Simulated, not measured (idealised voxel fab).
Process module under the name voxel self aligned vias
The width of the displayed cross-section, cut, is 220 nm; its cells are square, with a size of 5 nm.
Cross-sections here: square-cell grids, written as top-down lists of bands, a band being one or more rows of cells.
Band: top and bottom heights (nm) first, top before bottom; then materials from left to right, widths in nm. "throughout" marks a sole material filling the band edge to edge. "air" denotes empty space.
Heights are measured from 0, the level below which the as-received wafer is all one material; the lowest band has no bottom and continues downward, written as in "0..down".
Width spec "30->40" -> top row of cells at first value, bottom row at second value, equal per-row change in between.
Basically "nothing changed" means that step didn't change any cell in the cross-section.
"Sealed internal voids" - sealed voids, min. 8 cells, no opening to top; format: width x height at distance (distance from left edge; nm throughout).
Post-settings text on a step line: simulator's own remark regarding the step.
Among the settings permitted on a step's line is "overlay nm"; applied to a step with a mask, it specifies the extent to which the mask lay to the right of its planned position, whereas a negative figure signifies a position to the left.
So the way this works: pairs, before and after one process step. The after picture only goes down to the lowest band that actually changed, nothing below. Step and its settings are under each pair. And watch out, pairs might come from different runs of this module, same starting wafer though, so a pair only follows on from the one above if its "Ex-ante state" entry tells you so.

Ex-ante state
	0..down  Si throughout
	Sealed internal voids: none

Sectional Result
	10..0  SiO2 throughout
	At heights below 0, the structure remains unaltered.
	Sealed internal voids: none
The step that takes the structure from the upper cross-section to the lower one is CONFORMAL_DEP with material SiO2, thk nm 10

Ex-ante state: cross-section not repeated; it is the one shown after the step in the pair just above.

Sectional Result
	15..10  SiCN throughout
	At heights below 10, the structure remains unaltered.
	Sealed internal voids: none
The step that takes the structure from the upper cross-section to the lower one is CONFORMAL_DEP with material SiCN, thk nm 5

Ex-ante state: cross-section not repeated; it is the one shown after the step in the pair just above.

Sectional Result
	40..15  SiO2 throughout
	At heights below 15, the structure remains unaltered.
	Sealed internal voids: none
The step that takes the structure from the upper cross-section to the lower one is DIRECTIONAL_DEP with material SiO2, thk nm 25

Ex-ante state: cross-section not repeated; it is the one shown after the step in the pair just above.

Sectional Result
	55..40  resist (50), air (20), resist (30), air (20), resist (30), air (20), resist (50)
	At heights below 40, the structure remains unaltered.
	Sealed internal voids: none
The step that takes the structure from the upper cross-section to the lower one is PATTERN with tone open, mask id LINES, material resist, width nm 20, pitch nm 50, thk nm 15, overlay nm 0

Ex-ante state: cross-section not repeated; it is the one shown after the step in the pair just above.

Sectional Result
	55..40  resist (50), air (20), resist (30), air (20), resist (30), air (20), resist (50)
	40..15  SiO2 (50), air (20), SiO2 (30), air (20), SiO2 (30), air (20), SiO2 (50)
	At heights below 15, the structure remains unaltered.
	Sealed internal voids: none
The step that takes the structure from the upper cross-section to the lower one is DIRECTIONAL_ETCH with etch materials SiO2, depth nm 25

Ex-ante state: cross-section not repeated; it is the one shown after the step in the pair just above.

Sectional Result
	40..15  SiO2 (50), air (20), SiO2 (30), air (20), SiO2 (30), air (20), SiO2 (50)
	At heights below 15, the structure remains unaltered.
	Sealed internal voids: none
The step that takes the structure from the upper cross-section to the lower one is STRIP with etch materials resist

Ex-ante state: cross-section not repeated; it is the one shown after the step in the pair just above.

Sectional Result
	45..40  TiN (55), air (10), TiN (40), air (10), TiN (40), air (10), TiN (55)
	40..20  SiO2 (50), TiN (5), air (10), TiN (5), SiO2 (30), TiN (5), air (10), TiN (5), SiO2 (30), TiN (5), air (10), TiN (5), SiO2 (50)
	20..15  SiO2 (50), TiN (20), SiO2 (30), TiN (20), SiO2 (30), TiN (20), SiO2 (50)
	At heights below 15, the structure remains unaltered.
	Sealed internal voids: none
The step that takes the structure from the upper cross-section to the lower one is CONFORMAL_DEP with material TiN, thk nm 5

Ex-ante state: cross-section not repeated; it is the one shown after the step in the pair just above.

Sectional Result
	55..45  W throughout
	45..40  TiN (55), W (10), TiN (40), W (10), TiN (40), W (10), TiN (55)
	40..20  SiO2 (50), TiN (5), W (10), TiN (5), SiO2 (30), TiN (5), W (10), TiN (5), SiO2 (30), TiN (5), W (10), TiN (5), SiO2 (50)
	At heights below 20, the structure remains unaltered.
	Sealed internal voids: none
The step that takes the structure from the upper cross-section to the lower one is FILL_DEP with material W, thk nm 10

Ex-ante state: cross-section not repeated; it is the one shown after the step in the pair just above.

Sectional Result
	40..20  SiO2 (50), TiN (5), W (10), TiN (5), SiO2 (30), TiN (5), W (10), TiN (5), SiO2 (30), TiN (5), W (10), TiN (5), SiO2 (50)
	At heights below 20, the structure remains unaltered.
	Sealed internal voids: none
The step that takes the structure from the upper cross-section to the lower one is CMP with height nm 40

Ex-ante state: cross-section not repeated; it is the one shown after the step in the pair just above.

Sectional Result
	40..35  SiO2 (50), air (20), SiO2 (30), air (20), SiO2 (30), air (20), SiO2 (50)
	At heights below 35, the structure remains unaltered.
	Sealed internal voids: none
The step that takes the structure from the upper cross-section to the lower one is SELECTIVE_ETCH with etch materials W Ru TiN, depth nm 5

Ex-ante state: cross-section not repeated; it is the one shown after the step in the pair just above.

Sectional Result
	50..40  SiN throughout
	40..35  SiO2 (50), SiN (20), SiO2 (30), SiN (20), SiO2 (30), SiN (20), SiO2 (50)
	At heights below 35, the structure remains unaltered.
	Sealed internal voids: none
The step that takes the structure from the upper cross-section to the lower one is FILL_DEP with material SiN, thk nm 10

Ex-ante state: cross-section not repeated; it is the one shown after the step in the pair just above.

Sectional Result
	40..35  SiO2 (50), SiN (20), SiO2 (30), SiN (20), SiO2 (30), SiN (20), SiO2 (50)
	At heights below 35, the structure remains unaltered.
	Sealed internal voids: none
The step that takes the structure from the upper cross-section to the lower one is CMP with height nm 40

Ex-ante state: cross-section not repeated; it is the one shown after the step in the pair just above.

Sectional Result
	55..40  SiO2 throughout
	At heights below 40, the structure remains unaltered.
	Sealed internal voids: none
The step that takes the structure from the upper cross-section to the lower one is DIRECTIONAL_DEP with material SiO2, thk nm 15

Ex-ante state: cross-section not repeated; it is the one shown after the step in the pair just above.

Sectional Result
	55..40  SiO2 (45), air (30), SiO2 (70), air (30), SiO2 (45)
	At heights below 40, the structure remains unaltered.
	Sealed internal voids: none
The step that takes the structure from the upper cross-section to the lower one is MASKED_ETCH with tone open, mask id VIAS, width nm 30, pitch nm 100, etch materials SiO2, depth nm 15, overlay nm 0

Ex-ante state: cross-section not repeated; it is the one shown after the step in the pair just above.

Sectional Result
	55..40  SiO2 (45), air (30), SiO2 (70), air (30), SiO2 (45)
	40..35  SiO2 (50), air (20), SiO2 (30), SiN (20), SiO2 (30), air (20), SiO2 (50)
	At heights below 35, the structure remains unaltered.
	Sealed internal voids: none
The step that takes the structure from the upper cross-section to the lower one is MASKED_ETCH with tone open, mask id VIAS, width nm 30, pitch nm 100, etch materials SiN, depth nm 5, overlay nm 0

Ex-ante state: cross-section not repeated; it is the one shown after the step in the pair just above.

Sectional Result
	60..55  TiN (50), air (20), TiN (80), air (20), TiN (50)
	55..45  SiO2 (45), TiN (5), air (20), TiN (5), SiO2 (70), TiN (5), air (20), TiN (5), SiO2 (45)
	45..40  SiO2 (45), TiN (10), air (10), TiN (10), SiO2 (70), TiN (10), air (10), TiN (10), SiO2 (45)
	40..35  SiO2 (50), TiN (20), SiO2 (30), SiN (20), SiO2 (30), TiN (20), SiO2 (50)
	At heights below 35, the structure remains unaltered.
	Sealed internal voids: none
The step that takes the structure from the upper cross-section to the lower one is CONFORMAL_DEP with material TiN, thk nm 5

Ex-ante state: cross-section not repeated; it is the one shown after the step in the pair just above.

Sectional Result
	70..60  Ru throughout
	60..55  TiN (50), Ru (20), TiN (80), Ru (20), TiN (50)
	55..45  SiO2 (45), TiN (5), Ru (20), TiN (5), SiO2 (70), TiN (5), Ru (20), TiN (5), SiO2 (45)
	45..40  SiO2 (45), TiN (10), Ru (10), TiN (10), SiO2 (70), TiN (10), Ru (10), TiN (10), SiO2 (45)
	At heights below 40, the structure remains unaltered.
	Sealed internal voids: none
The step that takes the structure from the upper cross-section to the lower one is FILL_DEP with material Ru, thk nm 10

Ex-ante state: cross-section not repeated; it is the one shown after the step in the pair just above.

Sectional Result
	55..45  SiO2 (45), TiN (5), Ru (20), TiN (5), SiO2 (70), TiN (5), Ru (20), TiN (5), SiO2 (45)
	At heights below 45, the structure remains unaltered.
	Sealed internal voids: none
The step that takes the structure from the upper cross-section to the lower one is CMP with height nm 55

Ex-ante state: cross-section not repeated; it is the one shown after the step in the pair just above.

Sectional Result
	60..55  SiN throughout
	At heights below 55, the structure remains unaltered.
	Sealed internal voids: none
The step that takes the structure from the upper cross-section to the lower one is CONFORMAL_DEP with material SiN, thk nm 5

Ex-ante state
	0..down  Si throughout
	Sealed internal voids: none

Sectional Result
	5..0  SiCN throughout
	At heights below 0, the structure remains unaltered.
	Sealed internal voids: none
The step that takes the structure from the upper cross-section to the lower one is CONFORMAL_DEP with material SiCN, thk nm 5

Ex-ante state: cross-section not repeated; it is the one shown after the step in the pair just above.

Sectional Result
	30..5  SiO2 throughout
	At heights below 5, the structure remains unaltered.
	Sealed internal voids: none
The step that takes the structure from the upper cross-section to the lower one is DIRECTIONAL_DEP with material SiO2, thk nm 25

Ex-ante state: cross-section not repeated; it is the one shown after the step in the pair just above.

Sectional Result
	45..30  resist (50), air (20), resist (30), air (20), resist (30), air (20), resist (50)
	At heights below 30, the structure remains unaltered.
	Sealed internal voids: none
The step that takes the structure from the upper cross-section to the lower one is PATTERN with tone open, mask id LINES, material resist, width nm 20, pitch nm 50, thk nm 15, overlay nm 0

Ex-ante state: cross-section not repeated; it is the one shown after the step in the pair just above.

Sectional Result
	45..30  resist (50), air (20), resist (30), air (20), resist (30), air (20), resist (50)
	30..5  SiO2 (50), air (20), SiO2 (30), air (20), SiO2 (30), air (20), SiO2 (50)
	At heights below 5, the structure remains unaltered.
	Sealed internal voids: none
The step that takes the structure from the upper cross-section to the lower one is DIRECTIONAL_ETCH with etch materials SiO2, depth nm 25

Ex-ante state: cross-section not repeated; it is the one shown after the step in the pair just above.

Sectional Result
	30..5  SiO2 (50), air (20), SiO2 (30), air (20), SiO2 (30), air (20), SiO2 (50)
	At heights below 5, the structure remains unaltered.
	Sealed internal voids: none
The step that takes the structure from the upper cross-section to the lower one is STRIP with etch materials resist

Ex-ante state: cross-section not repeated; it is the one shown after the step in the pair just above.

Sectional Result
	35..30  TiN (55), air (10), TiN (40), air (10), TiN (40), air (10), TiN (55)
	30..10  SiO2 (50), TiN (5), air (10), TiN (5), SiO2 (30), TiN (5), air (10), TiN (5), SiO2 (30), TiN (5), air (10), TiN (5), SiO2 (50)
	10..5  SiO2 (50), TiN (20), SiO2 (30), TiN (20), SiO2 (30), TiN (20), SiO2 (50)
	At heights below 5, the structure remains unaltered.
	Sealed internal voids: none
The step that takes the structure from the upper cross-section to the lower one is CONFORMAL_DEP with material TiN, thk nm 5

Ex-ante state: cross-section not repeated; it is the one shown after the step in the pair just above.

Sectional Result
	45..35  W throughout
	35..30  TiN (55), W (10), TiN (40), W (10), TiN (40), W (10), TiN (55)
	30..10  SiO2 (50), TiN (5), W (10), TiN (5), SiO2 (30), TiN (5), W (10), TiN (5), SiO2 (30), TiN (5), W (10), TiN (5), SiO2 (50)
	At heights below 10, the structure remains unaltered.
	Sealed internal voids: none
The step that takes the structure from the upper cross-section to the lower one is FILL_DEP with material W, thk nm 10

Ex-ante state: cross-section not repeated; it is the one shown after the step in the pair just above.

Sectional Result
	40..35  W throughout
	At heights below 35, the structure remains unaltered.
	Sealed internal voids: none
The step that takes the structure from the upper cross-section to the lower one is CMP with height nm 40

Ex-ante state: cross-section not repeated; it is the one shown after the step in the pair just above.

Sectional Result
	35..30  TiN (55), W (10), TiN (40), W (10), TiN (40), W (10), TiN (55)
	At heights below 30, the structure remains unaltered.
	Sealed internal voids: none
The step that takes the structure from the upper cross-section to the lower one is SELECTIVE_ETCH with etch materials W Ru TiN, depth nm 5

Ex-ante state: cross-section not repeated; it is the one shown after the step in the pair just above.

Sectional Result
	45..35  SiN throughout
	At heights below 35, the structure remains unaltered.
	Sealed internal voids: none
The step that takes the structure from the upper cross-section to the lower one is FILL_DEP with material SiN, thk nm 10

Ex-ante state: cross-section not repeated; it is the one shown after the step in the pair just above.

Sectional Result
	40..35  SiN throughout
	At heights below 35, the structure remains unaltered.
	Sealed internal voids: none
The step that takes the structure from the upper cross-section to the lower one is CMP with height nm 40

Ex-ante state: cross-section not repeated; it is the one shown after the step in the pair just above.

Sectional Result
	55..40  SiO2 throughout
	At heights below 40, the structure remains unaltered.
	Sealed internal voids: none
The step that takes the structure from the upper cross-section to the lower one is DIRECTIONAL_DEP with material SiO2, thk nm 15

Ex-ante state: cross-section not repeated; it is the one shown after the step in the pair just above.

Sectional Result
	55..40  SiO2 (45), air (30), SiO2 (70), air (30), SiO2 (45)
	At heights below 40, the structure remains unaltered.
	Sealed internal voids: none
The step that takes the structure from the upper cross-section to the lower one is MASKED_ETCH with tone open, mask id VIAS, width nm 30, pitch nm 100, etch materials SiO2, depth nm 15, overlay nm 0

Ex-ante state: cross-section not repeated; it is the one shown after the step in the pair just above.

Sectional Result
	55..40  SiO2 (45), air (30), SiO2 (70), air (30), SiO2 (45)
	40..35  SiN (45), air (30), SiN (70), air (30), SiN (45)
	At heights below 35, the structure remains unaltered.
	Sealed internal voids: none
The step that takes the structure from the upper cross-section to the lower one is MASKED_ETCH with tone open, mask id VIAS, width nm 30, pitch nm 100, etch materials SiN, depth nm 5, overlay nm 0

Ex-ante state: cross-section not repeated; it is the one shown after the step in the pair just above.

Sectional Result
	60..55  TiN (50), air (20), TiN (80), air (20), TiN (50)
	55..40  SiO2 (45), TiN (5), air (20), TiN (5), SiO2 (70), TiN (5), air (20), TiN (5), SiO2 (45)
	40..35  SiN (45), TiN (30), SiN (70), TiN (30), SiN (45)
	At heights below 35, the structure remains unaltered.
	Sealed internal voids: none
The step that takes the structure from the upper cross-section to the lower one is CONFORMAL_DEP with material TiN, thk nm 5

Ex-ante state: cross-section not repeated; it is the one shown after the step in the pair just above.

Sectional Result
	70..60  Ru throughout
	60..55  TiN (50), Ru (20), TiN (80), Ru (20), TiN (50)
	55..40  SiO2 (45), TiN (5), Ru (20), TiN (5), SiO2 (70), TiN (5), Ru (20), TiN (5), SiO2 (45)
	At heights below 40, the structure remains unaltered.
	Sealed internal voids: none
The step that takes the structure from the upper cross-section to the lower one is FILL_DEP with material Ru, thk nm 10

Ex-ante state: cross-section not repeated; it is the one shown after the step in the pair just above.

Sectional Result
	55..40  SiO2 (45), TiN (5), Ru (20), TiN (5), SiO2 (70), TiN (5), Ru (20), TiN (5), SiO2 (45)
	At heights below 40, the structure remains unaltered.
	Sealed internal voids: none
The step that takes the structure from the upper cross-section to the lower one is CMP with height nm 55

Ex-ante state: cross-section not repeated; it is the one shown after the step in the pair just above.

Sectional Result
	60..55  SiN throughout
	At heights below 55, the structure remains unaltered.
	Sealed internal voids: none
The step that takes the structure from the upper cross-section to the lower one is CONFORMAL_DEP with material SiN, thk nm 5

Ex-ante state
	55..40  SiO2 (45), air (30), SiO2 (70), air (30), SiO2 (45)
	40..35  SiO2 (50), SiN (20), SiO2 (30), SiN (20), SiO2 (30), SiN (20), SiO2 (50)
	35..20  SiO2 (50), TiN (5), W (10), TiN (5), SiO2 (30), TiN (5), W (10), TiN (5), SiO2 (30), TiN (5), W (10), TiN (5), SiO2 (50)
	20..15  SiO2 (50), TiN (20), SiO2 (30), TiN (20), SiO2 (30), TiN (20), SiO2 (50)
	15..10  SiCN throughout
	10..0  SiO2 throughout
	0..down  Si throughout
	Sealed internal voids: none

Sectional Result
	55..40  SiO2 (45), air (30), SiO2 (70), air (30), SiO2 (45)
	40..35  SiO2 (45), air (5), SiN (20), air (5), SiO2 (25), SiN (20), SiO2 (25), air (5), SiN (20), air (5), SiO2 (45)
	35..25  SiO2 (45), air (5), TiN (5), W (10), TiN (5), air (5), SiO2 (25), TiN (5), W (10), TiN (5), SiO2 (25), air (5), TiN (5), W (10), TiN (5), air (5), SiO2 (45)
	At heights below 25, the structure remains unaltered.
	Sealed internal voids: none
The step that takes the structure from the upper cross-section to the lower one is MASKED_ETCH with tone open, mask id VIAS, width nm 30, pitch nm 100, etch materials SiO2, depth nm 15, overlay nm 0

Ex-ante state: cross-section not repeated; it is the one shown after the step in the pair just above.

Sectional Result
	55..40  SiO2 (45), air (30), SiO2 (70), air (30), SiO2 (45)
	40..35  SiO2 (45), air (30), SiO2 (25), SiN (20), SiO2 (25), air (30), SiO2 (45)
	At heights below 35, the structure remains unaltered.
	Sealed internal voids: none
The step that takes the structure from the upper cross-section to the lower one is MASKED_ETCH with tone open, mask id VIAS, width nm 30, pitch nm 100, etch materials SiN, depth nm 5, overlay nm 0

Ex-ante state: cross-section not repeated; it is the one shown after the step in the pair just above.

Sectional Result
	60..55  TiN (50), air (20), TiN (80), air (20), TiN (50)
	55..40  SiO2 (45), TiN (5), air (20), TiN (5), SiO2 (70), TiN (5), air (20), TiN (5), SiO2 (45)
	40..35  SiO2 (45), TiN (30), SiO2 (25), SiN (20), SiO2 (25), TiN (30), SiO2 (45)
	35..25  SiO2 (45), TiN (10), W (10), TiN (10), SiO2 (25), TiN (5), W (10), TiN (5), SiO2 (25), TiN (10), W (10), TiN (10), SiO2 (45)
	At heights below 25, the structure remains unaltered.
	Sealed internal voids: none
The step that takes the structure from the upper cross-section to the lower one is CONFORMAL_DEP with material TiN, thk nm 5

Ex-ante state: cross-section not repeated; it is the one shown after the step in the pair just above.

Sectional Result
	70..60  Ru throughout
	60..55  TiN (50), Ru (20), TiN (80), Ru (20), TiN (50)
	55..40  SiO2 (45), TiN (5), Ru (20), TiN (5), SiO2 (70), TiN (5), Ru (20), TiN (5), SiO2 (45)
	At heights below 40, the structure remains unaltered.
	Sealed internal voids: none
The step that takes the structure from the upper cross-section to the lower one is FILL_DEP with material Ru, thk nm 10

Ex-ante state: cross-section not repeated; it is the one shown after the step in the pair just above.

Sectional Result
	55..40  SiO2 (45), TiN (5), Ru (20), TiN (5), SiO2 (70), TiN (5), Ru (20), TiN (5), SiO2 (45)
	At heights below 40, the structure remains unaltered.
	Sealed internal voids: none
The step that takes the structure from the upper cross-section to the lower one is CMP with height nm 55

Ex-ante state: cross-section not repeated; it is the one shown after the step in the pair just above.

Sectional Result
	60..55  SiN throughout
	At heights below 55, the structure remains unaltered.
	Sealed internal voids: none
The step that takes the structure from the upper cross-section to the lower one is CONFORMAL_DEP with material SiN, thk nm 5

Ex-ante state
	40..35  SiO2 (50), SiN (20), SiO2 (30), SiN (20), SiO2 (30), SiN (20), SiO2 (50)
	35..20  SiO2 (50), TiN (5), W (10), TiN (5), SiO2 (30), TiN (5), W (10), TiN (5), SiO2 (30), TiN (5), W (10), TiN (5), SiO2 (50)
	20..15  SiO2 (50), TiN (20), SiO2 (30), TiN (20), SiO2 (30), TiN (20), SiO2 (50)
	15..10  SiCN throughout
	10..0  SiO2 throughout
	0..down  Si throughout
	Sealed internal voids: none

Sectional Result
	40..35  SiO2 (45), air (5), SiN (20), air (5), SiO2 (25), SiN (20), SiO2 (25), air (5), SiN (20), air (5), SiO2 (45)
	35..25  SiO2 (45), air (5), TiN (5), W (10), TiN (5), air (5), SiO2 (25), TiN (5), W (10), TiN (5), SiO2 (25), air (5), TiN (5), W (10), TiN (5), air (5), SiO2 (45)
	At heights below 25, the structure remains unaltered.
	Sealed internal voids: none
The step that takes the structure from the upper cross-section to the lower one is MASKED_ETCH with tone open, mask id VIAS, width nm 30, pitch nm 100, etch materials SiO2, depth nm 15, overlay nm 0

Ex-ante state: cross-section not repeated; it is the one shown after the step in the pair just above.

Sectional Result
	55..40  SiO2 (45), air (5), SiO2 (20), air (5), SiO2 (70), air (5), SiO2 (20), air (5), SiO2 (45)
	40..35  SiO2 (50), SiN (20), SiO2 (30), SiN (20), SiO2 (30), SiN (20), SiO2 (50)
	35..20  SiO2 (50), TiN (5), W (10), TiN (5), SiO2 (30), TiN (5), W (10), TiN (5), SiO2 (30), TiN (5), W (10), TiN (5), SiO2 (50)
	At heights below 20, the structure remains unaltered.
	Sealed internal voids: none
The step that takes the structure from the upper cross-section to the lower one is DIRECTIONAL_DEP with material SiO2, thk nm 15

Ex-ante state: cross-section not repeated; it is the one shown after the step in the pair just above.

Sectional Result
	60..55  TiN throughout
	55..40  SiO2 (45), TiN (5), SiO2 (20), TiN (5), SiO2 (70), TiN (5), SiO2 (20), TiN (5), SiO2 (45)
	At heights below 40, the structure remains unaltered.
	Sealed internal voids: none
The step that takes the structure from the upper cross-section to the lower one is CONFORMAL_DEP with material TiN, thk nm 5

Ex-ante state: cross-section not repeated; it is the one shown after the step in the pair just above.

Sectional Result
	70..60  Ru throughout
	At heights below 60, the structure remains unaltered.
	Sealed internal voids: none
The step that takes the structure from the upper cross-section to the lower one is FILL_DEP with material Ru, thk nm 10

Ex-ante state: cross-section not repeated; it is the one shown after the step in the pair just above.

Sectional Result
	55..40  SiO2 (45), TiN (5), SiO2 (20), TiN (5), SiO2 (70), TiN (5), SiO2 (20), TiN (5), SiO2 (45)
	At heights below 40, the structure remains unaltered.
	Sealed internal voids: none
The step that takes the structure from the upper cross-section to the lower one is CMP with height nm 55

Ex-ante state: cross-section not repeated; it is the one shown after the step in the pair just above.

Sectional Result
	60..55  SiN throughout
	At heights below 55, the structure remains unaltered.
	Sealed internal voids: none
The step that takes the structure from the upper cross-section to the lower one is CONFORMAL_DEP with material SiN, thk nm 5

Ex-ante state
	70..60  Ru throughout
	60..55  TiN (50), Ru (20), TiN (80), Ru (20), TiN (50)
	55..45  SiO2 (45), TiN (5), Ru (20), TiN (5), SiO2 (70), TiN (5), Ru (20), TiN (5), SiO2 (45)
	45..40  SiO2 (45), TiN (10), Ru (10), TiN (10), SiO2 (70), TiN (10), Ru (10), TiN (10), SiO2 (45)
	40..35  SiO2 (50), TiN (20), SiO2 (30), SiN (20), SiO2 (30), TiN (20), SiO2 (50)
	35..20  SiO2 (50), TiN (5), W (10), TiN (5), SiO2 (30), TiN (5), W (10), TiN (5), SiO2 (30), TiN (5), W (10), TiN (5), SiO2 (50)
	20..15  SiO2 (50), TiN (20), SiO2 (30), TiN (20), SiO2 (30), TiN (20), SiO2 (50)
	15..10  SiCN throughout
	10..0  SiO2 throughout
	0..down  Si throughout
	Sealed internal voids: none

Sectional Result
	65..60  Ru throughout
	At heights below 60, the structure remains unaltered.
	Sealed internal voids: none
The step that takes the structure from the upper cross-section to the lower one is CMP with height nm 65

Ex-ante state: cross-section not repeated; it is the one shown after the step in the pair just above.

Sectional Result
	70..65  SiN throughout
	At heights below 65, the structure remains unaltered.
	Sealed internal voids: none
The step that takes the structure from the upper cross-section to the lower one is CONFORMAL_DEP with material SiN, thk nm 5

Ex-ante state
	55..40  SiO2 throughout
	40..35  SiO2 (50), SiN (20), SiO2 (30), SiN (20), SiO2 (30), SiN (20), SiO2 (50)
	35..20  SiO2 (50), TiN (5), W (10), TiN (5), SiO2 (30), TiN (5), W (10), TiN (5), SiO2 (30), TiN (5), W (10), TiN (5), SiO2 (50)
	20..15  SiO2 (50), TiN (20), SiO2 (30), TiN (20), SiO2 (30), TiN (20), SiO2 (50)
	15..10  SiCN throughout
	10..0  SiO2 throughout
	0..down  Si throughout
	Sealed internal voids: none

Sectional Result
	55..40  SiO2 (50), air (25), SiO2 (75), air (25), SiO2 (45)
	At heights below 40, the structure remains unaltered.
	Sealed internal voids: none
The step that takes the structure from the upper cross-section to the lower one is MASKED_ETCH with tone open, mask id VIAS, width nm 25, pitch nm 100, etch materials SiO2, depth nm 15, overlay nm 0

Ex-ante state: cross-section not repeated; it is the one shown after the step in the pair just above.

Sectional Result
	55..40  SiO2 (50), air (25), SiO2 (75), air (25), SiO2 (45)
	40..35  SiO2 (50), air (20), SiO2 (30), SiN (20), SiO2 (30), air (20), SiO2 (50)
	At heights below 35, the structure remains unaltered.
	Sealed internal voids: none
The step that takes the structure from the upper cross-section to the lower one is MASKED_ETCH with tone open, mask id VIAS, width nm 30, pitch nm 100, etch materials SiN, depth nm 5, overlay nm 0

Ex-ante state: cross-section not repeated; it is the one shown after the step in the pair just above.

Sectional Result
	60..55  TiN (55), air (15), TiN (85), air (15), TiN (50)
	55..45  SiO2 (50), TiN (5), air (15), TiN (5), SiO2 (75), TiN (5), air (15), TiN (5), SiO2 (45)
	45..40  SiO2 (50), TiN (5), air (10), TiN (10), SiO2 (75), TiN (5), air (10), TiN (10), SiO2 (45)
	40..35  SiO2 (50), TiN (20), SiO2 (30), SiN (20), SiO2 (30), TiN (20), SiO2 (50)
	At heights below 35, the structure remains unaltered.
	Sealed internal voids: none
The step that takes the structure from the upper cross-section to the lower one is CONFORMAL_DEP with material TiN, thk nm 5

Ex-ante state: cross-section not repeated; it is the one shown after the step in the pair just above.

Sectional Result
	70..60  Ru throughout
	60..55  TiN (55), Ru (15), TiN (85), Ru (15), TiN (50)
	55..45  SiO2 (50), TiN (5), Ru (15), TiN (5), SiO2 (75), TiN (5), Ru (15), TiN (5), SiO2 (45)
	45..40  SiO2 (50), TiN (5), Ru (10), TiN (10), SiO2 (75), TiN (5), Ru (10), TiN (10), SiO2 (45)
	At heights below 40, the structure remains unaltered.
	Sealed internal voids: none
The step that takes the structure from the upper cross-section to the lower one is FILL_DEP with material Ru, thk nm 10

Ex-ante state: cross-section not repeated; it is the one shown after the step in the pair just above.

Sectional Result
	55..45  SiO2 (50), TiN (5), Ru (15), TiN (5), SiO2 (75), TiN (5), Ru (15), TiN (5), SiO2 (45)
	At heights below 45, the structure remains unaltered.
	Sealed internal voids: none
The step that takes the structure from the upper cross-section to the lower one is CMP with height nm 55

Ex-ante state: cross-section not repeated; it is the one shown after the step in the pair just above.

Sectional Result
	60..55  SiN throughout
	At heights below 55, the structure remains unaltered.
	Sealed internal voids: none
The step that takes the structure from the upper cross-section to the lower one is CONFORMAL_DEP with material SiN, thk nm 5

Ex-ante state
	40..15  SiO2 throughout
	15..10  SiCN throughout
	10..0  SiO2 throughout
	0..down  Si throughout
	Sealed internal voids: none

Sectional Result
	55..40  resist (55), air (20), resist (30), air (20), resist (30), air (20), resist (45)
	At heights below 40, the structure remains unaltered.
	Sealed internal voids: none
The step that takes the structure from the upper cross-section to the lower one is PATTERN with tone open, mask id LINES, material resist, width nm 20, pitch nm 50, thk nm 15, overlay nm 5

Ex-ante state: cross-section not repeated; it is the one shown after the step in the pair just above.

Sectional Result
	55..40  resist (55), air (20), resist (30), air (20), resist (30), air (20), resist (45)
	40..15  SiO2 (55), air (20), SiO2 (30), air (20), SiO2 (30), air (20), SiO2 (45)
	At heights below 15, the structure remains unaltered.
	Sealed internal voids: none
The step that takes the structure from the upper cross-section to the lower one is DIRECTIONAL_ETCH with etch materials SiO2, depth nm 25

Ex-ante state: cross-section not repeated; it is the one shown after the step in the pair just above.

Sectional Result
	40..15  SiO2 (55), air (20), SiO2 (30), air (20), SiO2 (30), air (20), SiO2 (45)
	At heights below 15, the structure remains unaltered.
	Sealed internal voids: none
The step that takes the structure from the upper cross-section to the lower one is STRIP with etch materials resist

Ex-ante state: cross-section not repeated; it is the one shown after the step in the pair just above.

Sectional Result
	45..40  TiN (60), air (10), TiN (40), air (10), TiN (40), air (10), TiN (50)
	40..20  SiO2 (55), TiN (5), air (10), TiN (5), SiO2 (30), TiN (5), air (10), TiN (5), SiO2 (30), TiN (5), air (10), TiN (5), SiO2 (45)
	20..15  SiO2 (55), TiN (20), SiO2 (30), TiN (20), SiO2 (30), TiN (20), SiO2 (45)
	At heights below 15, the structure remains unaltered.
	Sealed internal voids: none
The step that takes the structure from the upper cross-section to the lower one is CONFORMAL_DEP with material TiN, thk nm 5

Ex-ante state: cross-section not repeated; it is the one shown after the step in the pair just above.

Sectional Result
	55..45  W throughout
	45..40  TiN (60), W (10), TiN (40), W (10), TiN (40), W (10), TiN (50)
	40..20  SiO2 (55), TiN (5), W (10), TiN (5), SiO2 (30), TiN (5), W (10), TiN (5), SiO2 (30), TiN (5), W (10), TiN (5), SiO2 (45)
	At heights below 20, the structure remains unaltered.
	Sealed internal voids: none
The step that takes the structure from the upper cross-section to the lower one is FILL_DEP with material W, thk nm 10

Ex-ante state: cross-section not repeated; it is the one shown after the step in the pair just above.

Sectional Result
	40..20  SiO2 (55), TiN (5), W (10), TiN (5), SiO2 (30), TiN (5), W (10), TiN (5), SiO2 (30), TiN (5), W (10), TiN (5), SiO2 (45)
	At heights below 20, the structure remains unaltered.
	Sealed internal voids: none
The step that takes the structure from the upper cross-section to the lower one is CMP with height nm 40

Ex-ante state: cross-section not repeated; it is the one shown after the step in the pair just above.

Sectional Result
	40..35  SiO2 (55), air (20), SiO2 (30), air (20), SiO2 (30), air (20), SiO2 (45)
	At heights below 35, the structure remains unaltered.
	Sealed internal voids: none
The step that takes the structure from the upper cross-section to the lower one is SELECTIVE_ETCH with etch materials W Ru TiN, depth nm 5

Ex-ante state: cross-section not repeated; it is the one shown after the step in the pair just above.

Sectional Result
	50..40  SiN throughout
	40..35  SiO2 (55), SiN (20), SiO2 (30), SiN (20), SiO2 (30), SiN (20), SiO2 (45)
	At heights below 35, the structure remains unaltered.
	Sealed internal voids: none
The step that takes the structure from the upper cross-section to the lower one is FILL_DEP with material SiN, thk nm 10

Ex-ante state: cross-section not repeated; it is the one shown after the step in the pair just above.

Sectional Result
	40..35  SiO2 (55), SiN (20), SiO2 (30), SiN (20), SiO2 (30), SiN (20), SiO2 (45)
	At heights below 35, the structure remains unaltered.
	Sealed internal voids: none
The step that takes the structure from the upper cross-section to the lower one is CMP with height nm 40

Ex-ante state: cross-section not repeated; it is the one shown after the step in the pair just above.

Sectional Result
	55..40  SiO2 throughout
	At heights below 40, the structure remains unaltered.
	Sealed internal voids: none
The step that takes the structure from the upper cross-section to the lower one is DIRECTIONAL_DEP with material SiO2, thk nm 15

Ex-ante state: cross-section not repeated; it is the one shown after the step in the pair just above.

Sectional Result
	55..40  SiO2 (45), air (30), SiO2 (70), air (30), SiO2 (45)
	At heights below 40, the structure remains unaltered.
	Sealed internal voids: none
The step that takes the structure from the upper cross-section to the lower one is MASKED_ETCH with tone open, mask id VIAS, width nm 30, pitch nm 100, etch materials SiO2, depth nm 15, overlay nm 0
